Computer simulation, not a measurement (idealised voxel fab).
Documented hereafter: the process module known as voxel released beams.
290 nm wide, 5 nm square cells: that's cross-section cut.
Square cells in a grid make up a cross-section in this document, and the grid is given as bands, listed from the top down, each one or more rows of cells.
Band: top height; bottom height; in nm. Then, left to right: material with width in nm, for each material. "all across": a single material spanning edge to edge. "air": empty space.
Height reference: 0 = level under which incoming wafer is all one material. Lowest band: no bottom, runs on downward, e.g. "0 -> down".
So if you see something like "30..40" for the width, read it as the top row of the band sitting at the first number and the bottom row at the second, with every row in between moving by the same amount as the last.
You'll sometimes find "no alterations made" written for a step, and that's the way of saying that nowhere in the cross-section did a cell change during that step.
"Closed void inventory" enumerates empty spaces isolated from the top, with no open way to it, that contain at least 8 cells, giving each as width x height at distance from the left edge, all three in nm.
Text after the settings on a step's line: the simulator's own remark on that step.
"overlay nm" answers the question of how far to the right of plan the mask lay on a step that has a mask, and when it is negative the answer is to the left.

# The following list gives the planned process steps
1 RECEIVE | material Si
2 CONFORMAL_DEP | material SiN | thk nm 10
3 DIRECTIONAL_DEP | material SiO2 | thk nm 20
4 MASKED_ETCH | tone open | mask id ANCHOR | width nm 35 | etch materials SiO2 | depth nm 20 | overlay nm 0
5 CONFORMAL_DEP | material polySi | thk nm 10
6 MASKED_ETCH | tone cover | mask id BEAM | width nm 90 | etch materials polySi | depth nm 10 | overlay nm 0
7 STRIP | etch materials SiO2

# As-received wafer cross-section (after step 1)
- 0 -> down = Si all across
- Closed void inventory: none

# End-of-module XS, first of two wafers, run as planned
- 40 -> 30 = air 95 nm, polySi 15 nm, air 15 nm, polySi 60 nm, air 105 nm
- 30 -> 20 = air 100 nm, polySi 10 nm, air 15 nm, polySi 10 nm, air 155 nm
- 20 -> 10 = air 100 nm, polySi 35 nm, air 155 nm
- 10 -> 0 = SiN all across
- 0 -> down = Si all across
- Closed void inventory: none

# Wafer two, sectioned after the module: the first wafer's start, the first wafer's plan, and one mistake in how it was run
- 30 -> 10 = SiO2 100 nm, air 35 nm, SiO2 155 nm
- 10 -> 0 = SiN all across
- 0 -> down = Si all across
- Closed void inventory: none
It is concluded that the wafer was processed incorrectly with respect to the plan, in that it should be noted that step 7 was executed with settings other than those planned, the operation and settings actually applied being STRIP | etch materials polySi
Bottom line after processing is that, in cells, the second wafer is up or down on some materials versus the first: SiO2: 204 more, polySi: 52 fewer
